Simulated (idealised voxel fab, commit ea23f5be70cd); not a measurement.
process module | voxel self aligned contacts
cross-section cut | 190 nm wide | cells 5 nm
A cross-section is a grid of square cells, given in bands from the top down. A band is one or more rows of cells.
Each band's line starts with the height of the band's top and of its bottom, in nm. Then come its materials from left to right, each with its width in nm. One material with "throughout" fills the band from edge to edge. "air" is empty space.
Height 0 is the level under which the wafer as received is all one material. The lowest band goes on downwards, as in "0 down".
A width such as "30 to 40" changes by the same amount from each row of cells to the next, from the band's top row to its bottom row.
"no change" after a step means that no cell of the cross-section changed.
closed voids: empty space of 8 cells or more with no open way to the top, each as width x height at its distance from the left edge, in nm
after a step's settings: what the simulator itself notes on the step
overlay nm, on a step with a mask: how far to the right of its planned place the mask lay; to the left if negative
Each pair below shows a cross-section before one step and the cross-section after it, down to the lowest band that changed. The line under each pair gives the step between them, with its settings. The pairs can come from different runs of this module on the same starting wafer, so a pair continues from the pair above only where its "before" says so.
before
  0 down: Si throughout
  closed voids: none
after
  5 to 0: SiO2 throughout
  below 0: unchanged
  closed voids: none
the step between: op CONFORMAL_DEP | material SiO2 | thk nm 5
before: the cross-section after the pair above
after
  25 to 5: polySi throughout
  below 5: unchanged
  closed voids: none
the step between: op DIRECTIONAL_DEP | material polySi | thk nm 20
before: the cross-section after the pair above
after
  45 to 25: SiN throughout
  below 25: unchanged
  closed voids: none
the step between: op DIRECTIONAL_DEP | material SiN | thk nm 20
before: the cross-section after the pair above
after
  60 to 45: aC throughout
  below 45: unchanged
  closed voids: none
the step between: op DIRECTIONAL_DEP | material aC | thk nm 15
before: the cross-section after the pair above
after
  95 to 60: air 15 | resist 25 | air 40 | resist 25 | air 40 | resist 25 | air 20
  below 60: unchanged
  closed voids: none
the step between: op PATTERN | tone cover | mask id GATE | material resist | width nm 25 | pitch nm 65 | thk nm 35 | overlay nm 0
before: the cross-section after the pair above
after
  80 to 60: air 15 | resist 25 | air 40 | resist 25 | air 40 | resist 25 | air 20
  60 to 45: air 15 | aC 25 | air 40 | aC 25 | air 40 | aC 25 | air 20
  below 45: unchanged
  closed voids: none
the step between: op DIRECTIONAL_ETCH | etch materials aC | depth nm 15
before: the cross-section after the pair above
after
  60 to 45: air 15 | aC 25 | air 40 | aC 25 | air 40 | aC 25 | air 20
  below 45: unchanged
  closed voids: none
the step between: op STRIP | etch materials resist
before: the cross-section after the pair above
after
  60 to 45: air 15 | aC 25 | air 40 | aC 25 | air 40 | aC 25 | air 20
  45 to 25: air 15 | SiN 25 | air 40 | SiN 25 | air 40 | SiN 25 | air 20
  below 25: unchanged
  closed voids: none
the step between: op DIRECTIONAL_ETCH | etch materials SiN | depth nm 20
before: the cross-section after the pair above
after
  60 to 45: air 15 | aC 25 | air 40 | aC 25 | air 40 | aC 25 | air 20
  45 to 25: air 15 | SiN 25 | air 40 | SiN 25 | air 40 | SiN 25 | air 20
  25 to 5: air 15 | polySi 25 | air 40 | polySi 25 | air 40 | polySi 25 | air 20
  below 5: unchanged
  closed voids: none
the step between: op DIRECTIONAL_ETCH | etch materials polySi | depth nm 20
before: the cross-section after the pair above
after
  45 to 25: air 15 | SiN 25 | air 40 | SiN 25 | air 40 | SiN 25 | air 20
  below 25: unchanged
  closed voids: none
the step between: op STRIP | etch materials aC
before: the cross-section after the pair above
after
  55 to 25: air 5 | SiN 45 | air 20 | SiN 45 | air 20 | SiN 45 | air 10
  25 to 15: air 5 | SiN 10 | polySi 25 | SiN 10 | air 20 | SiN 10 | polySi 25 | SiN 10 | air 20 | SiN 10 | polySi 25 | SiN 10 | air 10
  15 to 5: SiN 15 | polySi 25 | SiN 40 | polySi 25 | SiN 40 | polySi 25 | SiN 20
  below 5: unchanged
  closed voids: none
the step between: op CONFORMAL_DEP | material SiN | thk nm 10
before: the cross-section after the pair above
after
  45 to 25: air 5 | SiN 45 | air 20 | SiN 45 | air 20 | SiN 45 | air 10
  25 to 5: air 5 | SiN 10 | polySi 25 | SiN 10 | air 20 | SiN 10 | polySi 25 | SiN 10 | air 20 | SiN 10 | polySi 25 | SiN 10 | air 10
  below 5: unchanged
  closed voids: none
the step between: op DIRECTIONAL_ETCH | etch materials SiN | depth nm 10
before: the cross-section after the pair above
after
  65 to 45: SiO2 throughout
  45 to 25: SiO2 5 | SiN 45 | SiO2 20 | SiN 45 | SiO2 20 | SiN 45 | SiO2 10
  25 to 5: SiO2 5 | SiN 10 | polySi 25 | SiN 10 | SiO2 20 | SiN 10 | polySi 25 | SiN 10 | SiO2 20 | SiN 10 | polySi 25 | SiN 10 | SiO2 10
  below 5: unchanged
  closed voids: none
the step between: op FILL_DEP | material SiO2 | thk nm 20
before: the cross-section after the pair above
after
  55 to 45: SiO2 throughout
  below 45: unchanged
  closed voids: none
the step between: op CMP | height nm 55
before: the cross-section after the pair above
after
  75 to 55: resist 35 | air 50 | resist 15 | air 50 | resist 40
  below 55: unchanged
  closed voids: none
the step between: op PATTERN | tone open | mask id CONTACT | material resist | width nm 50 | pitch nm 65 | thk nm 20 | overlay nm 0
before: the cross-section after the pair above
after
  75 to 55: resist 35 | air 50 | resist 15 | air 50 | resist 40
  55 to 45: SiO2 35 | air 50 | SiO2 15 | air 50 | SiO2 40
  45 to 25: SiO2 5 | SiN 45 | air 20 | SiN 45 | air 20 | SiN 45 | SiO2 10
  25 to 5: SiO2 5 | SiN 10 | polySi 25 | SiN 10 | air 20 | SiN 10 | polySi 25 | SiN 10 | air 20 | SiN 10 | polySi 25 | SiN 10 | SiO2 10
  5 to 0: SiO2 50 | air 20 | SiO2 45 | air 20 | SiO2 55
  below 0: unchanged
  closed voids: none
the step between: op DIRECTIONAL_ETCH | etch materials SiO2 | depth nm 55
before: the cross-section after the pair above
after
  55 to 45: SiO2 35 | air 50 | SiO2 15 | air 50 | SiO2 40
  below 45: unchanged
  closed voids: none
the step between: op STRIP | etch materials resist
before: the cross-section after the pair above
after
  60 to 55: TiN 40 | air 40 | TiN 25 | air 40 | TiN 45
  55 to 45: SiO2 35 | TiN 5 to 20 | air 40 to 10 | TiN 5 to 20 | SiO2 15 | TiN 5 to 20 | air 40 to 10 | TiN 5 to 20 | SiO2 40
  45 to 25: SiO2 5 | SiN 45 | TiN 5 | air 10 | TiN 5 | SiN 45 | TiN 5 | air 10 | TiN 5 | SiN 45 | SiO2 10
  25 to 5: SiO2 5 | SiN 10 | polySi 25 | SiN 10 | TiN 5 | air 10 | TiN 5 | SiN 10 | polySi 25 | SiN 10 | TiN 5 | air 10 | TiN 5 | SiN 10 | polySi 25 | SiN 10 | SiO2 10
  5 to 0: SiO2 50 | TiN 20 | SiO2 45 | TiN 20 | SiO2 55
  below 0: unchanged
  closed voids: none
the step between: op CONFORMAL_DEP | material TiN | thk nm 5
before: the cross-section after the pair above
after
  65 to 60: Ru throughout
  60 to 55: TiN 40 | Ru 40 | TiN 25 | Ru 40 | TiN 45
  55 to 45: SiO2 35 | TiN 5 to 20 | Ru 40 to 10 | TiN 5 to 20 | SiO2 15 | TiN 5 to 20 | Ru 40 to 10 | TiN 5 to 20 | SiO2 40
  45 to 25: SiO2 5 | SiN 45 | TiN 5 | Ru 10 | TiN 5 | SiN 45 | TiN 5 | Ru 10 | TiN 5 | SiN 45 | SiO2 10
  25 to 5: SiO2 5 | SiN 10 | polySi 25 | SiN 10 | TiN 5 | Ru 10 | TiN 5 | SiN 10 | polySi 25 | SiN 10 | TiN 5 | Ru 10 | TiN 5 | SiN 10 | polySi 25 | SiN 10 | SiO2 10
  below 5: unchanged
  closed voids: none
the step between: op FILL_DEP | material Ru | thk nm 5
before: the cross-section after the pair above
after
  55 to 45: SiO2 35 | TiN 5 to 20 | Ru 40 to 10 | TiN 5 to 20 | SiO2 15 | TiN 5 to 20 | Ru 40 to 10 | TiN 5 to 20 | SiO2 40
  below 45: unchanged
  closed voids: none
the step between: op CMP | height nm 55
before: the cross-section after the pair above
after
  60 to 55: SiCN throughout
  below 55: unchanged
  closed voids: none
the step between: op CONFORMAL_DEP | material SiCN | thk nm 5
before
  45 to 25: air 15 | SiN 25 | air 40 | SiN 25 | air 40 | SiN 25 | air 20
  25 to 5: air 15 | polySi 25 | air 40 | polySi 25 | air 40 | polySi 25 | air 20
  5 to 0: SiO2 throughout
  0 down: Si throughout
  closed voids: none
after
  35 to 25: air 15 | SiN 25 | air 40 | SiN 25 | air 40 | SiN 25 | air 20
  below 25: unchanged
  closed voids: none
the step between: op DIRECTIONAL_ETCH | etch materials SiN | depth nm 10
before: the cross-section after the pair above
after
  55 to 35: SiO2 throughout
  35 to 25: SiO2 15 | SiN 25 | SiO2 40 | SiN 25 | SiO2 40 | SiN 25 | SiO2 20
  25 to 5: SiO2 15 | polySi 25 | SiO2 40 | polySi 25 | SiO2 40 | polySi 25 | SiO2 20
  below 5: unchanged
  closed voids: none
the step between: op FILL_DEP | material SiO2 | thk nm 20
before: the cross-section after the pair above
after
  75 to 55: resist 35 | air 50 | resist 15 | air 50 | resist 40
  below 55: unchanged
  closed voids: none
the step between: op PATTERN | tone open | mask id CONTACT | material resist | width nm 50 | pitch nm 65 | thk nm 20 | overlay nm 0
before: the cross-section after the pair above
after
  75 to 55: resist 35 | air 50 | resist 15 | air 50 | resist 40
  55 to 35: SiO2 35 | air 50 | SiO2 15 | air 50 | SiO2 40
  35 to 25: SiO2 15 | SiN 25 | air 40 | SiN 25 | air 40 | SiN 25 | SiO2 20
  25 to 5: SiO2 15 | polySi 25 | air 40 | polySi 25 | air 40 | polySi 25 | SiO2 20
  5 to 0: SiO2 40 | air 40 | SiO2 25 | air 40 | SiO2 45
  below 0: unchanged
  closed voids: none
the step between: op DIRECTIONAL_ETCH | etch materials SiO2 | depth nm 55
before: the cross-section after the pair above
after
  55 to 35: SiO2 35 | air 50 | SiO2 15 | air 50 | SiO2 40
  below 35: unchanged
  closed voids: none
the step between: op STRIP | etch materials resist
before: the cross-section after the pair above
after
  60 to 55: TiN 40 | air 40 | TiN 25 | air 40 | TiN 45
  55 to 40: SiO2 35 | TiN 5 | air 40 | TiN 5 | SiO2 15 | TiN 5 | air 40 | TiN 5 | SiO2 40
  40 to 35: SiO2 35 | TiN 10 | air 30 | TiN 10 | SiO2 15 | TiN 10 | air 30 | TiN 10 | SiO2 40
  35 to 25: SiO2 15 | SiN 25 | TiN 5 | air 30 | TiN 5 | SiN 25 | TiN 5 | air 30 | TiN 5 | SiN 25 | SiO2 20
  25 to 5: SiO2 15 | polySi 25 | TiN 5 | air 30 | TiN 5 | polySi 25 | TiN 5 | air 30 | TiN 5 | polySi 25 | SiO2 20
  5 to 0: SiO2 40 | TiN 40 | SiO2 25 | TiN 40 | SiO2 45
  below 0: unchanged
  closed voids: none
the step between: op CONFORMAL_DEP | material TiN | thk nm 5
before: the cross-section after the pair above
after
  65 to 60: Ru throughout
  60 to 55: TiN 40 | Ru 40 | TiN 25 | Ru 40 | TiN 45
  55 to 40: SiO2 35 | TiN 5 | Ru 40 | TiN 5 | SiO2 15 | TiN 5 | Ru 40 | TiN 5 | SiO2 40
  40 to 35: SiO2 35 | TiN 10 | Ru 30 | TiN 10 | SiO2 15 | TiN 10 | Ru 30 | TiN 10 | SiO2 40
  35 to 25: SiO2 15 | SiN 25 | TiN 5 | Ru 30 | TiN 5 | SiN 25 | TiN 5 | Ru 30 | TiN 5 | SiN 25 | SiO2 20
  25 to 5: SiO2 15 | polySi 25 | TiN 5 | Ru 30 | TiN 5 | polySi 25 | TiN 5 | Ru 30 | TiN 5 | polySi 25 | SiO2 20
  below 5: unchanged
  closed voids: none
the step between: op FILL_DEP | material Ru | thk nm 5
before: the cross-section after the pair above
after
  55 to 40: SiO2 35 | TiN 5 | Ru 40 | TiN 5 | SiO2 15 | TiN 5 | Ru 40 | TiN 5 | SiO2 40
  below 40: unchanged
  closed voids: none
the step between: op CMP | height nm 55
before: the cross-section after the pair above
after
  60 to 55: SiCN throughout
  below 55: unchanged
  closed voids: none
the step between: op CONFORMAL_DEP | material SiCN | thk nm 5
before
  45 to 25: SiN throughout
  25 to 5: polySi throughout
  5 to 0: SiO2 throughout
  0 down: Si throughout
  closed voids: none
after
  65 to 25: SiN throughout
  below 25: unchanged
  closed voids: none
the step between: op DIRECTIONAL_DEP | material SiN | thk nm 20
before: the cross-section after the pair above
after
  80 to 65: aC throughout
  below 65: unchanged
  closed voids: none
the step between: op DIRECTIONAL_DEP | material aC | thk nm 15
before: the cross-section after the pair above
after
  115 to 80: air 15 | resist 25 | air 40 | resist 25 | air 40 | resist 25 | air 20
  below 80: unchanged
  closed voids: none
the step between: op PATTERN | tone cover | mask id GATE | material resist | width nm 25 | pitch nm 65 | thk nm 35 | overlay nm 0
before: the cross-section after the pair above
after
  100 to 80: air 15 | resist 25 | air 40 | resist 25 | air 40 | resist 25 | air 20
  80 to 65: air 15 | aC 25 | air 40 | aC 25 | air 40 | aC 25 | air 20
  below 65: unchanged
  closed voids: none
the step between: op DIRECTIONAL_ETCH | etch materials aC | depth nm 15
before: the cross-section after the pair above
after
  80 to 65: air 15 | aC 25 | air 40 | aC 25 | air 40 | aC 25 | air 20
  below 65: unchanged
  closed voids: none
the step between: op STRIP | etch materials resist
before: the cross-section after the pair above
after
  80 to 65: air 15 | aC 25 | air 40 | aC 25 | air 40 | aC 25 | air 20
  65 to 45: air 15 | SiN 25 | air 40 | SiN 25 | air 40 | SiN 25 | air 20
  below 45: unchanged
  closed voids: none
the step between: op DIRECTIONAL_ETCH | etch materials SiN | depth nm 20
before: the cross-section after the pair above
after
  65 to 45: air 15 | SiN 25 | air 40 | SiN 25 | air 40 | SiN 25 | air 20
  below 45: unchanged
  closed voids: none
the step between: op STRIP | etch materials aC
before: the cross-section after the pair above
after
  75 to 55: air 5 | SiN 45 | air 20 | SiN 45 | air 20 | SiN 45 | air 10
  55 to 25: SiN throughout
  below 25: unchanged
  closed voids: none
the step between: op CONFORMAL_DEP | material SiN | thk nm 10
before: the cross-section after the pair above
after
  65 to 45: air 5 | SiN 45 | air 20 | SiN 45 | air 20 | SiN 45 | air 10
  below 45: unchanged
  closed voids: none
the step between: op DIRECTIONAL_ETCH | etch materials SiN | depth nm 10
before: the cross-section after the pair above
after
  85 to 65: SiO2 throughout
  65 to 45: SiO2 5 | SiN 45 | SiO2 20 | SiN 45 | SiO2 20 | SiN 45 | SiO2 10
  below 45: unchanged
  closed voids: none
the step between: op FILL_DEP | material SiO2 | thk nm 20
before: the cross-section after the pair above
after
  55 to 45: SiO2 5 | SiN 45 | SiO2 20 | SiN 45 | SiO2 20 | SiN 45 | SiO2 10
  below 45: unchanged
  closed voids: none
the step between: op CMP | height nm 55
before: the cross-section after the pair above
after
  75 to 55: resist 35 | air 50 | resist 15 | air 50 | resist 40
  below 55: unchanged
  closed voids: none
the step between: op PATTERN | tone open | mask id CONTACT | material resist | width nm 50 | pitch nm 65 | thk nm 20 | overlay nm 0
before: the cross-section after the pair above
after
  75 to 55: resist 35 | air 50 | resist 15 | air 50 | resist 40
  55 to 45: SiO2 5 | SiN 45 | air 20 | SiN 45 | air 20 | SiN 45 | SiO2 10
  below 45: unchanged
  closed voids: none
the step between: op DIRECTIONAL_ETCH | etch materials SiO2 | depth nm 55
before: the cross-section after the pair above
after
  55 to 45: SiO2 5 | SiN 45 | air 20 | SiN 45 | air 20 | SiN 45 | SiO2 10
  below 45: unchanged
  closed voids: none
the step between: op STRIP | etch materials resist
before: the cross-section after the pair above
after
  60 to 55: TiN 55 | air 10 | TiN 55 | air 10 | TiN 60
  55 to 50: SiO2 5 | SiN 45 | TiN 5 | air 10 | TiN 5 | SiN 45 | TiN 5 | air 10 | TiN 5 | SiN 45 | SiO2 10
  50 to 45: SiO2 5 | SiN 45 | TiN 20 | SiN 45 | TiN 20 | SiN 45 | SiO2 10
  below 45: unchanged
  closed voids: none
the step between: op CONFORMAL_DEP | material TiN | thk nm 5
before: the cross-section after the pair above
after
  65 to 60: Ru throughout
  60 to 55: TiN 55 | Ru 10 | TiN 55 | Ru 10 | TiN 60
  55 to 50: SiO2 5 | SiN 45 | TiN 5 | Ru 10 | TiN 5 | SiN 45 | TiN 5 | Ru 10 | TiN 5 | SiN 45 | SiO2 10
  below 50: unchanged
  closed voids: none
the step between: op FILL_DEP | material Ru | thk nm 5
before: the cross-section after the pair above
after
  55 to 50: SiO2 5 | SiN 45 | TiN 5 | Ru 10 | TiN 5 | SiN 45 | TiN 5 | Ru 10 | TiN 5 | SiN 45 | SiO2 10
  below 50: unchanged
  closed voids: none
the step between: op CMP | height nm 55
before: the cross-section after the pair above
after
  60 to 55: SiCN throughout
  below 55: unchanged
  closed voids: none
the step between: op CONFORMAL_DEP | material SiCN | thk nm 5
before
  0 down: Si throughout
  closed voids: none
after
  20 to 0: polySi throughout
  below 0: unchanged
  closed voids: none
the step between: op DIRECTIONAL_DEP | material polySi | thk nm 20
before: the cross-section after the pair above
after
  25 to 20: SiO2 throughout
  below 20: unchanged
  closed voids: none
the step between: op CONFORMAL_DEP | material SiO2 | thk nm 5
before: the cross-section after the pair above
after
  45 to 25: SiN throughout
  below 25: unchanged
  closed voids: none
the step between: op DIRECTIONAL_DEP | material SiN | thk nm 20
before: the cross-section after the pair above
after
  60 to 45: aC throughout
  below 45: unchanged
  closed voids: none
the step between: op DIRECTIONAL_DEP | material aC | thk nm 15
before: the cross-section after the pair above
after
  95 to 60: air 15 | resist 25 | air 40 | resist 25 | air 40 | resist 25 | air 20
  below 60: unchanged
  closed voids: none
the step between: op PATTERN | tone cover | mask id GATE | material resist | width nm 25 | pitch nm 65 | thk nm 35 | overlay nm 0
before: the cross-section after the pair above
after
  80 to 60: air 15 | resist 25 | air 40 | resist 25 | air 40 | resist 25 | air 20
  60 to 45: air 15 | aC 25 | air 40 | aC 25 | air 40 | aC 25 | air 20
  below 45: unchanged
  closed voids: none
the step between: op DIRECTIONAL_ETCH | etch materials aC | depth nm 15
before: the cross-section after the pair above
after
  60 to 45: air 15 | aC 25 | air 40 | aC 25 | air 40 | aC 25 | air 20
  below 45: unchanged
  closed voids: none
the step between: op STRIP | etch materials resist
before: the cross-section after the pair above
after
  60 to 45: air 15 | aC 25 | air 40 | aC 25 | air 40 | aC 25 | air 20
  45 to 25: air 15 | SiN 25 | air 40 | SiN 25 | air 40 | SiN 25 | air 20
  below 25: unchanged
  closed voids: none
the step between: op DIRECTIONAL_ETCH | etch materials SiN | depth nm 20
before: the cross-section after the pair above
after
  45 to 25: air 15 | SiN 25 | air 40 | SiN 25 | air 40 | SiN 25 | air 20
  below 25: unchanged
  closed voids: none
the step between: op STRIP | etch materials aC
before: the cross-section after the pair above
after
  55 to 35: air 5 | SiN 45 | air 20 | SiN 45 | air 20 | SiN 45 | air 10
  35 to 25: SiN throughout
  below 25: unchanged
  closed voids: none
the step between: op CONFORMAL_DEP | material SiN | thk nm 10
before: the cross-section after the pair above
after
  45 to 25: air 5 | SiN 45 | air 20 | SiN 45 | air 20 | SiN 45 | air 10
  below 25: unchanged
  closed voids: none
the step between: op DIRECTIONAL_ETCH | etch materials SiN | depth nm 10
before: the cross-section after the pair above
after
  65 to 45: SiO2 throughout
  45 to 25: SiO2 5 | SiN 45 | SiO2 20 | SiN 45 | SiO2 20 | SiN 45 | SiO2 10
  below 25: unchanged
  closed voids: none
the step between: op FILL_DEP | material SiO2 | thk nm 20
before: the cross-section after the pair above
after
  55 to 45: SiO2 throughout
  below 45: unchanged
  closed voids: none
the step between: op CMP | height nm 55
before: the cross-section after the pair above
after
  75 to 55: resist 35 | air 50 | resist 15 | air 50 | resist 40
  below 55: unchanged
  closed voids: none
the step between: op PATTERN | tone open | mask id CONTACT | material resist | width nm 50 | pitch nm 65 | thk nm 20 | overlay nm 0
before: the cross-section after the pair above
after
  75 to 55: resist 35 | air 50 | resist 15 | air 50 | resist 40
  55 to 45: SiO2 35 | air 50 | SiO2 15 | air 50 | SiO2 40
  45 to 25: SiO2 5 | SiN 45 | air 20 | SiN 45 | air 20 | SiN 45 | SiO2 10
  25 to 20: SiO2 50 | air 20 | SiO2 45 | air 20 | SiO2 55
  below 20: unchanged
  closed voids: none
the step between: op DIRECTIONAL_ETCH | etch materials SiO2 | depth nm 55
before: the cross-section after the pair above
after
  55 to 45: SiO2 35 | air 50 | SiO2 15 | air 50 | SiO2 40
  below 45: unchanged
  closed voids: none
the step between: op STRIP | etch materials resist
before: the cross-section after the pair above
after
  60 to 55: TiN 40 | air 40 | TiN 25 | air 40 | TiN 45
  55 to 45: SiO2 35 | TiN 5 to 20 | air 40 to 10 | TiN 5 to 20 | SiO2 15 | TiN 5 to 20 | air 40 to 10 | TiN 5 to 20 | SiO2 40
  45 to 25: SiO2 5 | SiN 45 | TiN 5 | air 10 | TiN 5 | SiN 45 | TiN 5 | air 10 | TiN 5 | SiN 45 | SiO2 10
  25 to 20: SiO2 50 | TiN 20 | SiO2 45 | TiN 20 | SiO2 55
  below 20: unchanged
  closed voids: none
the step between: op CONFORMAL_DEP | material TiN | thk nm 5
before: the cross-section after the pair above
after
  65 to 60: Ru throughout
  60 to 55: TiN 40 | Ru 40 | TiN 25 | Ru 40 | TiN 45
  55 to 45: SiO2 35 | TiN 5 to 20 | Ru 40 to 10 | TiN 5 to 20 | SiO2 15 | TiN 5 to 20 | Ru 40 to 10 | TiN 5 to 20 | SiO2 40
  45 to 25: SiO2 5 | SiN 45 | TiN 5 | Ru 10 | TiN 5 | SiN 45 | TiN 5 | Ru 10 | TiN 5 | SiN 45 | SiO2 10
  below 25: unchanged
  closed voids: none
the step between: op FILL_DEP | material Ru | thk nm 5
before: the cross-section after the pair above
after
  55 to 45: SiO2 35 | TiN 5 to 20 | Ru 40 to 10 | TiN 5 to 20 | SiO2 15 | TiN 5 to 20 | Ru 40 to 10 | TiN 5 to 20 | SiO2 40
  below 45: unchanged
  closed voids: none
the step between: op CMP | height nm 55
before: the cross-section after the pair above
after
  60 to 55: SiCN throughout
  below 55: unchanged
  closed voids: none
the step between: op CONFORMAL_DEP | material SiCN | thk nm 5
before
  45 to 25: air 15 | SiN 25 | air 40 | SiN 25 | air 40 | SiN 25 | air 20
  25 to 5: air 15 | polySi 25 | air 40 | polySi 25 | air 40 | polySi 25 | air 20
  5 to 0: SiO2 throughout
  0 down: Si throughout
  closed voids: none
after
  50 to 25: air 10 | SiN 35 | air 30 | SiN 35 | air 30 | SiN 35 | air 15
  25 to 10: air 10 | SiN 5 | polySi 25 | SiN 5 | air 30 | SiN 5 | polySi 25 | SiN 5 | air 30 | SiN 5 | polySi 25 | SiN 5 | air 15
  10 to 5: SiN 15 | polySi 25 | SiN 40 | polySi 25 | SiN 40 | polySi 25 | SiN 20
  below 5: unchanged
  closed voids: none
the step between: op CONFORMAL_DEP | material SiN | thk nm 5
before: the cross-section after the pair above
after
  40 to 25: air 10 | SiN 35 | air 30 | SiN 35 | air 30 | SiN 35 | air 15
  25 to 5: air 10 | SiN 5 | polySi 25 | SiN 5 | air 30 | SiN 5 | polySi 25 | SiN 5 | air 30 | SiN 5 | polySi 25 | SiN 5 | air 15
  below 5: unchanged
  closed voids: none
the step between: op DIRECTIONAL_ETCH | etch materials SiN | depth nm 10
before: the cross-section after the pair above
after
  60 to 40: SiO2 throughout
  40 to 25: SiO2 10 | SiN 35 | SiO2 30 | SiN 35 | SiO2 30 | SiN 35 | SiO2 15
  25 to 5: SiO2 10 | SiN 5 | polySi 25 | SiN 5 | SiO2 30 | SiN 5 | polySi 25 | SiN 5 | SiO2 30 | SiN 5 | polySi 25 | SiN 5 | SiO2 15
  below 5: unchanged
  closed voids: none
the step between: op FILL_DEP | material SiO2 | thk nm 20
before: the cross-section after the pair above
after
  55 to 40: SiO2 throughout
  below 40: unchanged
  closed voids: none
the step between: op CMP | height nm 55
before: the cross-section after the pair above
after
  75 to 55: resist 35 | air 50 | resist 15 | air 50 | resist 40
  below 55: unchanged
  closed voids: none
the step between: op PATTERN | tone open | mask id CONTACT | material resist | width nm 50 | pitch nm 65 | thk nm 20 | overlay nm 0
before: the cross-section after the pair above
after
  75 to 55: resist 35 | air 50 | resist 15 | air 50 | resist 40
  55 to 40: SiO2 35 | air 50 | SiO2 15 | air 50 | SiO2 40
  40 to 25: SiO2 10 | SiN 35 | air 30 | SiN 35 | air 30 | SiN 35 | SiO2 15
  25 to 5: SiO2 10 | SiN 5 | polySi 25 | SiN 5 | air 30 | SiN 5 | polySi 25 | SiN 5 | air 30 | SiN 5 | polySi 25 | SiN 5 | SiO2 15
  5 to 0: SiO2 45 | air 30 | SiO2 35 | air 30 | SiO2 50
  below 0: unchanged
  closed voids: none
the step between: op DIRECTIONAL_ETCH | etch materials SiO2 | depth nm 55
before: the cross-section after the pair above
after
  55 to 40: SiO2 35 | air 50 | SiO2 15 | air 50 | SiO2 40
  below 40: unchanged
  closed voids: none
the step between: op STRIP | etch materials resist
before: the cross-section after the pair above
after
  60 to 55: TiN 40 | air 40 | TiN 25 | air 40 | TiN 45
  55 to 45: SiO2 35 | TiN 5 | air 40 | TiN 5 | SiO2 15 | TiN 5 | air 40 | TiN 5 | SiO2 40
  45 to 40: SiO2 35 | TiN 15 | air 20 | TiN 15 | SiO2 15 | TiN 15 | air 20 | TiN 15 | SiO2 40
  40 to 25: SiO2 10 | SiN 35 | TiN 5 | air 20 | TiN 5 | SiN 35 | TiN 5 | air 20 | TiN 5 | SiN 35 | SiO2 15
  25 to 5: SiO2 10 | SiN 5 | polySi 25 | SiN 5 | TiN 5 | air 20 | TiN 5 | SiN 5 | polySi 25 | SiN 5 | TiN 5 | air 20 | TiN 5 | SiN 5 | polySi 25 | SiN 5 | SiO2 15
  5 to 0: SiO2 45 | TiN 30 | SiO2 35 | TiN 30 | SiO2 50
  below 0: unchanged
  closed voids: none
the step between: op CONFORMAL_DEP | material TiN | thk nm 5
before: the cross-section after the pair above
after
  65 to 60: Ru throughout
  60 to 55: TiN 40 | Ru 40 | TiN 25 | Ru 40 | TiN 45
  55 to 45: SiO2 35 | TiN 5 | Ru 40 | TiN 5 | SiO2 15 | TiN 5 | Ru 40 | TiN 5 | SiO2 40
  45 to 40: SiO2 35 | TiN 15 | Ru 20 | TiN 15 | SiO2 15 | TiN 15 | Ru 20 | TiN 15 | SiO2 40
  40 to 25: SiO2 10 | SiN 35 | TiN 5 | Ru 20 | TiN 5 | SiN 35 | TiN 5 | Ru 20 | TiN 5 | SiN 35 | SiO2 15
  25 to 5: SiO2 10 | SiN 5 | polySi 25 | SiN 5 | TiN 5 | Ru 20 | TiN 5 | SiN 5 | polySi 25 | SiN 5 | TiN 5 | Ru 20 | TiN 5 | SiN 5 | polySi 25 | SiN 5 | SiO2 15
  below 5: unchanged
  closed voids: none
the step between: op FILL_DEP | material Ru | thk nm 5
before: the cross-section after the pair above
after
  55 to 45: SiO2 35 | TiN 5 | Ru 40 | TiN 5 | SiO2 15 | TiN 5 | Ru 40 | TiN 5 | SiO2 40
  below 45: unchanged
  closed voids: none
the step between: op CMP | height nm 55
before: the cross-section after the pair above
after
  60 to 55: SiCN throughout
  below 55: unchanged
  closed voids: none
the step between: op CONFORMAL_DEP | material SiCN | thk nm 5
before
  60 to 45: aC throughout
  45 to 25: SiN throughout
  25 to 5: polySi throughout
  5 to 0: SiO2 throughout
  0 down: Si throughout
  closed voids: none
after
  95 to 60: air 20 | resist 15 | air 50 | resist 15 | air 50 | resist 15 | air 25
  below 60: unchanged
  closed voids: none
the step between: op PATTERN | tone cover | mask id GATE | material resist | width nm 15 | pitch nm 65 | thk nm 35 | overlay nm 0
before: the cross-section after the pair above
after
  80 to 60: air 20 | resist 15 | air 50 | resist 15 | air 50 | resist 15 | air 25
  60 to 45: air 20 | aC 15 | air 50 | aC 15 | air 50 | aC 15 | air 25
  below 45: unchanged
  closed voids: none
the step between: op DIRECTIONAL_ETCH | etch materials aC | depth nm 15
before: the cross-section after the pair above
after
  60 to 45: air 20 | aC 15 | air 50 | aC 15 | air 50 | aC 15 | air 25
  below 45: unchanged
  closed voids: none
the step between: op STRIP | etch materials resist
before: the cross-section after the pair above
after
  60 to 45: air 20 | aC 15 | air 50 | aC 15 | air 50 | aC 15 | air 25
  45 to 25: air 20 | SiN 15 | air 50 | SiN 15 | air 50 | SiN 15 | air 25
  below 25: unchanged
  closed voids: none
the step between: op DIRECTIONAL_ETCH | etch materials SiN | depth nm 20
before: the cross-section after the pair above
after
  60 to 45: air 20 | aC 15 | air 50 | aC 15 | air 50 | aC 15 | air 25
  45 to 25: air 20 | SiN 15 | air 50 | SiN 15 | air 50 | SiN 15 | air 25
  25 to 5: air 20 | polySi 15 | air 50 | polySi 15 | air 50 | polySi 15 | air 25
  below 5: unchanged
  closed voids: none
the step between: op DIRECTIONAL_ETCH | etch materials polySi | depth nm 20
before: the cross-section after the pair above
after
  45 to 25: air 20 | SiN 15 | air 50 | SiN 15 | air 50 | SiN 15 | air 25
  below 25: unchanged
  closed voids: none
the step between: op STRIP | etch materials aC
before: the cross-section after the pair above
after
  55 to 25: air 10 | SiN 35 | air 30 | SiN 35 | air 30 | SiN 35 | air 15
  25 to 15: air 10 | SiN 10 | polySi 15 | SiN 10 | air 30 | SiN 10 | polySi 15 | SiN 10 | air 30 | SiN 10 | polySi 15 | SiN 10 | air 15
  15 to 5: SiN 20 | polySi 15 | SiN 50 | polySi 15 | SiN 50 | polySi 15 | SiN 25
  below 5: unchanged
  closed voids: none
the step between: op CONFORMAL_DEP | material SiN | thk nm 10
before: the cross-section after the pair above
after
  45 to 25: air 10 | SiN 35 | air 30 | SiN 35 | air 30 | SiN 35 | air 15
  25 to 5: air 10 | SiN 10 | polySi 15 | SiN 10 | air 30 | SiN 10 | polySi 15 | SiN 10 | air 30 | SiN 10 | polySi 15 | SiN 10 | air 15
  below 5: unchanged
  closed voids: none
the step between: op DIRECTIONAL_ETCH | etch materials SiN | depth nm 10
before: the cross-section after the pair above
after
  65 to 45: SiO2 throughout
  45 to 25: SiO2 10 | SiN 35 | SiO2 30 | SiN 35 | SiO2 30 | SiN 35 | SiO2 15
  25 to 5: SiO2 10 | SiN 10 | polySi 15 | SiN 10 | SiO2 30 | SiN 10 | polySi 15 | SiN 10 | SiO2 30 | SiN 10 | polySi 15 | SiN 10 | SiO2 15
  below 5: unchanged
  closed voids: none
the step between: op FILL_DEP | material SiO2 | thk nm 20
before: the cross-section after the pair above
after
  55 to 45: SiO2 throughout
  below 45: unchanged
  closed voids: none
the step between: op CMP | height nm 55
